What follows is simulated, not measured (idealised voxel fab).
The following is a process module called voxel gate over fins.
cross-section cut | 185 nm wide | cells 5 nm
Square cells in a grid make up a cross-section in this document, and the grid is given as bands, listed from the top down, each one or more rows of cells. Quick guide to a band line: top height, bottom height (nm) up front; then every material left to right with its width in nm. Only one material and it's marked "everywhere"? Then it fills the band edge to edge. And "empty" just means empty space. Counting heights begins at 0, where everything beneath is, in the wafer as received, one material. The lowest band has no bottom; it goes on downwards, as "0 nm and below" shows. A two-number width, for instance "30..40", indicates that the width is equal to the first number in the top row of the band and to the second number in the bottom row, and that it changes by a constant amount per row of cells. What does "changes: none" mean for a step? It means no cell of the cross-section changed in that step. The label "Closed void table" introduces a list of the empty spaces, 8 cells or larger, that have no open way up to the top; each entry in it reads width x height at distance, where the distance is taken from the left edge and all three are stated in nm. What comes after the settings on a step's line is commentary from the simulator itself on that step. overlay nm: for a step with a mask, the amount by which the mask lay right of where it was planned; a negative amount means left of it.

**Process steps foreseen in the plan**
step 1: RECEIVE with material Si
step 2: CONFORMAL_DEP with material SiN, thk nm 10
step 3: PATTERN with tone cover, mask id FINS, material resist, width nm 15, pitch nm 40, thk nm 20, overlay nm 0
step 4: DIRECTIONAL_ETCH with etch materials SiN, depth nm 10
step 5: DIRECTIONAL_ETCH with etch materials Si, depth nm 35
step 6: STRIP with etch materials resist
step 7: FILL_DEP with material SiO2, thk nm 5
step 8: CMP with height nm 10
step 9: SELECTIVE_ETCH with etch materials SiO2, depth nm 25
step 10: STRIP with etch materials SiN
step 11: CONFORMAL_DEP with material HfO2, thk nm 5
step 12: CONFORMAL_DEP with material TiN, thk nm 5
step 13: CONFORMAL_DEP with material TiAl, thk nm 5
step 14: CONFORMAL_DEP with material TiN, thk nm 5
step 15: FILL_DEP with material W, thk nm 15
step 16: CMP with height nm 30
step 17: CONFORMAL_DEP with material SiCN, thk nm 5

**Cross-section of the wafer as it came to us, i.e., already through step 1**
- 0 nm and below = Si everywhere
- Closed void table: none

**First of two wafers: cross-section at end of module, run per plan**
- 35 nm to 30 nm = SiCN everywhere
- 30 nm to 20 nm = W everywhere
- 20 nm to 15 nm = W=25 | TiN=135 | W=25
- 15 nm to 10 nm = W=25 | TiN=5 | TiAl=125 | TiN=5 | W=25
- 10 nm to 5 nm = W=25 | TiN=5 | TiAl=5 | TiN=35 | TiAl=5 | TiN=35 | TiAl=5 | TiN=35 | TiAl=5 | TiN=5 | W=25
- 5 nm to 0 nm = TiN=30 | TiAl=5 | TiN=5 | HfO2=25 | TiN=5 | TiAl=5 | TiN=5 | HfO2=25 | TiN=5 | TiAl=5 | TiN=5 | HfO2=25 | TiN=5 | TiAl=5 | TiN=30
- 0 nm to -5 nm = TiAl=35 | TiN=5 | HfO2=5 | Si=15 | HfO2=5 | TiN=5 | TiAl=5 | TiN=5 | HfO2=5 | Si=15 | HfO2=5 | TiN=5 | TiAl=5 | TiN=5 | HfO2=5 | Si=15 | HfO2=5 | TiN=5 | TiAl=35
- -5 nm to -10 nm = TiN=40 | HfO2=5 | Si=15 | HfO2=5 | TiN=15 | HfO2=5 | Si=15 | HfO2=5 | TiN=15 | HfO2=5 | Si=15 | HfO2=5 | TiN=40
- -10 nm to -15 nm = HfO2=45 | Si=15 | HfO2=25 | Si=15 | HfO2=25 | Si=15 | HfO2=45
- -15 nm to -35 nm = SiO2=45 | Si=15 | SiO2=25 | Si=15 | SiO2=25 | Si=15 | SiO2=45
- -35 nm and below = Si everywhere
- Closed void table: none

**This is the second of the two wafers, cross-sectioned at the end of the module; it started exactly like the first and was given the same plan, but it was run with one mistake**
- 35 nm to 30 nm = SiCN everywhere
- 30 nm to 20 nm = W everywhere
- 20 nm to 15 nm = W=25 | TiN=135 | W=25
- 15 nm to 10 nm = W=25 | TiN=5 | TiAl=125 | TiN=5 | W=25
- 10 nm to 5 nm = W=25 | TiN=5 | TiAl=5 | TiN=35 | TiAl=5 | TiN=35 | TiAl=5 | TiN=35 | TiAl=5 | TiN=5 | W=25
- 5 nm to 0 nm = TiN=30 | TiAl=5 | TiN=5 | HfO2=25 | TiN=5 | TiAl=5 | TiN=5 | HfO2=25 | TiN=5 | TiAl=5 | TiN=5 | HfO2=25 | TiN=5 | TiAl=5 | TiN=30
- 0 nm to -5 nm = TiAl=35 | TiN=5 | HfO2=5 | Si=15 | HfO2=5 | TiN=5 | TiAl=5 | TiN=5 | HfO2=5 | Si=15 | HfO2=5 | TiN=5 | TiAl=5 | TiN=5 | HfO2=5 | Si=15 | HfO2=5 | TiN=5 | TiAl=35
- -5 nm to -10 nm = TiN=40 | HfO2=5 | Si=15 | HfO2=5 | TiN=15 | HfO2=5 | Si=15 | HfO2=5 | TiN=15 | HfO2=5 | Si=15 | HfO2=5 | TiN=40
- -10 nm to -15 nm = HfO2=45 | Si=15 | HfO2=25 | Si=15 | HfO2=25 | Si=15 | HfO2=45
- -15 nm to -70 nm = SiO2=45 | Si=15 | SiO2=25 | Si=15 | SiO2=25 | Si=15 | SiO2=45
- -70 nm and below = Si everywhere
- Closed void table: none
Where did the run depart from the plan? in the plan, step 5 was performed twice
The closing comparison, in cells, has the second wafer with more or fewer of some materials than the first: 196 fewer of Si | 196 more of SiO2
